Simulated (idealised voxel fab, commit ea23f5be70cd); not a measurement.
process module | voxel self aligned vias
cross-section cut | 235 nm wide | cells 5 nm
A cross-section is a grid of square cells, given in bands from the top down. A band is one or more rows of cells.
Each band's line starts with the height of the band's top and of its bottom, in nm. Then come its materials from left to right, each with its width in nm. One material with "throughout" fills the band from edge to edge. "air" is empty space.
Height 0 is the level under which the wafer as received is all one material. The lowest band goes on downwards, as in "0 down".
A width such as "30 to 40" changes by the same amount from each row of cells to the next, from the band's top row to its bottom row.
"no change" after a step means that no cell of the cross-section changed.
closed voids: empty space of 8 cells or more with no open way to the top, each as width x height at its distance from the left edge, in nm
after a step's settings: what the simulator itself notes on the step
overlay nm, on a step with a mask: how far to the right of its planned place the mask lay; to the left if negative
plan
1 op RECEIVE | material Si
2 op CONFORMAL_DEP | material SiO2 | thk nm 10
3 op CONFORMAL_DEP | material SiCN | thk nm 5
4 op DIRECTIONAL_DEP | material lowk | thk nm 25
5 op DIRECTIONAL_DEP | material aC | thk nm 15
6 op PATTERN | tone open | mask id LINES | material resist | width nm 20 | pitch nm 50 | thk nm 35 | overlay nm 0
7 op DIRECTIONAL_ETCH | etch materials aC | depth nm 15
8 op STRIP | etch materials resist
9 op DIRECTIONAL_ETCH | etch materials lowk | depth nm 25
10 op STRIP | etch materials aC
11 op CONFORMAL_DEP | material TiN | thk nm 5
12 op FILL_DEP | material Ru | thk nm 5
13 op CMP | height nm 40
14 op SELECTIVE_ETCH | etch materials W Ru TiN | depth nm 5
15 op FILL_DEP | material SiN | thk nm 5
16 op CMP | height nm 40
17 op DIRECTIONAL_DEP | material lowk | thk nm 20
18 op DIRECTIONAL_DEP | material aC | thk nm 15
19 op PATTERN | tone open | mask id VIAS | material resist | width nm 30 | thk nm 30 | overlay nm 0
20 op DIRECTIONAL_ETCH | etch materials aC | depth nm 15
21 op STRIP | etch materials resist
22 op DIRECTIONAL_ETCH | etch materials lowk | depth nm 20
23 op DIRECTIONAL_ETCH | etch materials SiN | depth nm 5
24 op STRIP | etch materials aC
25 op CONFORMAL_DEP | material TiN | thk nm 5
26 op FILL_DEP | material Ru | thk nm 5
27 op CMP | height nm 60
28 op CONFORMAL_DEP | material SiCN | thk nm 5
first wafer, as planned
as received, after step 1
  0 down: Si throughout
  closed voids: none
after step 2
  10 to 0: SiO2 throughout
  below 0: unchanged
after step 3
  15 to 10: SiCN throughout
  below 10: unchanged
after step 4
  40 to 15: lowk throughout
  below 15: unchanged
after step 5
  55 to 40: aC throughout
  below 40: unchanged
after step 6
  90 to 55: resist 80 | air 20 | resist 30 | air 20 | resist 85
  below 55: unchanged
after step 7
  75 to 55: resist 80 | air 20 | resist 30 | air 20 | resist 85
  55 to 40: aC 80 | air 20 | aC 30 | air 20 | aC 85
  below 40: unchanged
after step 8
  55 to 40: aC 80 | air 20 | aC 30 | air 20 | aC 85
  below 40: unchanged
after step 9
  55 to 40: aC 80 | air 20 | aC 30 | air 20 | aC 85
  40 to 15: lowk 80 | air 20 | lowk 30 | air 20 | lowk 85
  below 15: unchanged
after step 10
  40 to 15: lowk 80 | air 20 | lowk 30 | air 20 | lowk 85
  below 15: unchanged
after step 11
  45 to 40: TiN 85 | air 10 | TiN 40 | air 10 | TiN 90
  40 to 20: lowk 80 | TiN 5 | air 10 | TiN 5 | lowk 30 | TiN 5 | air 10 | TiN 5 | lowk 85
  20 to 15: lowk 80 | TiN 20 | lowk 30 | TiN 20 | lowk 85
  below 15: unchanged
after step 12
  50 to 45: Ru throughout
  45 to 40: TiN 85 | Ru 10 | TiN 40 | Ru 10 | TiN 90
  40 to 20: lowk 80 | TiN 5 | Ru 10 | TiN 5 | lowk 30 | TiN 5 | Ru 10 | TiN 5 | lowk 85
  below 20: unchanged
after step 13
  40 to 20: lowk 80 | TiN 5 | Ru 10 | TiN 5 | lowk 30 | TiN 5 | Ru 10 | TiN 5 | lowk 85
  below 20: unchanged
after step 14
  40 to 35: lowk 80 | air 20 | lowk 30 | air 20 | lowk 85
  below 35: unchanged
after step 15
  45 to 40: SiN throughout
  40 to 35: lowk 80 | SiN 20 | lowk 30 | SiN 20 | lowk 85
  below 35: unchanged
after step 16
  40 to 35: lowk 80 | SiN 20 | lowk 30 | SiN 20 | lowk 85
  below 35: unchanged
after step 17
  60 to 40: lowk throughout
  below 40: unchanged
after step 18
  75 to 60: aC throughout
  below 60: unchanged
after step 19
  105 to 75: resist 75 | air 30 | resist 130
  below 75: unchanged
after step 20
  90 to 75: resist 75 | air 30 | resist 130
  75 to 60: aC 75 | air 30 | aC 130
  below 60: unchanged
after step 21
  75 to 60: aC 75 | air 30 | aC 130
  below 60: unchanged
after step 22
  75 to 60: aC 75 | air 30 | aC 130
  60 to 40: lowk 75 | air 30 | lowk 130
  below 40: unchanged
after step 23
  75 to 60: aC 75 | air 30 | aC 130
  60 to 40: lowk 75 | air 30 | lowk 130
  40 to 35: lowk 80 | air 20 | lowk 30 | SiN 20 | lowk 85
  below 35: unchanged
after step 24
  60 to 40: lowk 75 | air 30 | lowk 130
  below 40: unchanged
after step 25
  65 to 60: TiN 80 | air 20 | TiN 135
  60 to 45: lowk 75 | TiN 5 | air 20 | TiN 5 | lowk 130
  45 to 40: lowk 75 | TiN 10 | air 10 | TiN 10 | lowk 130
  40 to 35: lowk 80 | TiN 20 | lowk 30 | SiN 20 | lowk 85
  below 35: unchanged
after step 26
  70 to 65: Ru throughout
  65 to 60: TiN 80 | Ru 20 | TiN 135
  60 to 45: lowk 75 | TiN 5 | Ru 20 | TiN 5 | lowk 130
  45 to 40: lowk 75 | TiN 10 | Ru 10 | TiN 10 | lowk 130
  below 40: unchanged
after step 27
  60 to 45: lowk 75 | TiN 5 | Ru 20 | TiN 5 | lowk 130
  below 45: unchanged
after step 28
  65 to 60: SiCN throughout
  below 60: unchanged
second wafer: like start, like plan, one mistake. Through step 18 it matches the first wafer
when step 19 should have ended
  105 to 75: resist 65 | air 30 | resist 140
  below 75: unchanged
when step 20 should have ended
  90 to 75: resist 65 | air 30 | resist 140
  75 to 60: aC 65 | air 30 | aC 140
  below 60: unchanged
when step 21 should have ended
  75 to 60: aC 65 | air 30 | aC 140
  below 60: unchanged
when step 22 should have ended
  75 to 60: aC 65 | air 30 | aC 140
  60 to 40: lowk 65 | air 30 | lowk 140
  below 40: unchanged
when step 23 should have ended
  75 to 60: aC 65 | air 30 | aC 140
  60 to 40: lowk 65 | air 30 | lowk 140
  40 to 35: lowk 80 | air 15 | SiN 5 | lowk 30 | SiN 20 | lowk 85
  below 35: unchanged
when step 24 should have ended
  60 to 40: lowk 65 | air 30 | lowk 140
  below 40: unchanged
when step 25 should have ended
  65 to 60: TiN 70 | air 20 | TiN 145
  60 to 45: lowk 65 | TiN 5 | air 20 | TiN 5 | lowk 140
  45 to 40: lowk 65 | TiN 20 | air 5 | TiN 5 | lowk 140
  40 to 35: lowk 80 | TiN 15 | SiN 5 | lowk 30 | SiN 20 | lowk 85
  below 35: unchanged
when step 26 should have ended
  70 to 65: Ru throughout
  65 to 60: TiN 70 | Ru 20 | TiN 145
  60 to 45: lowk 65 | TiN 5 | Ru 20 | TiN 5 | lowk 140
  45 to 40: lowk 65 | TiN 20 | Ru 5 | TiN 5 | lowk 140
  below 40: unchanged
when step 27 should have ended
  60 to 45: lowk 65 | TiN 5 | Ru 20 | TiN 5 | lowk 140
  below 45: unchanged
when step 28 should have ended
  65 to 60: SiCN throughout
  below 60: unchanged
what went wrong: step 19 ran as: op PATTERN | tone open | mask id VIAS | material resist | width nm 30 | thk nm 30 | overlay nm -10
at the end the second wafer has, in cells: 1 fewer of Ru | 1 more of SiN
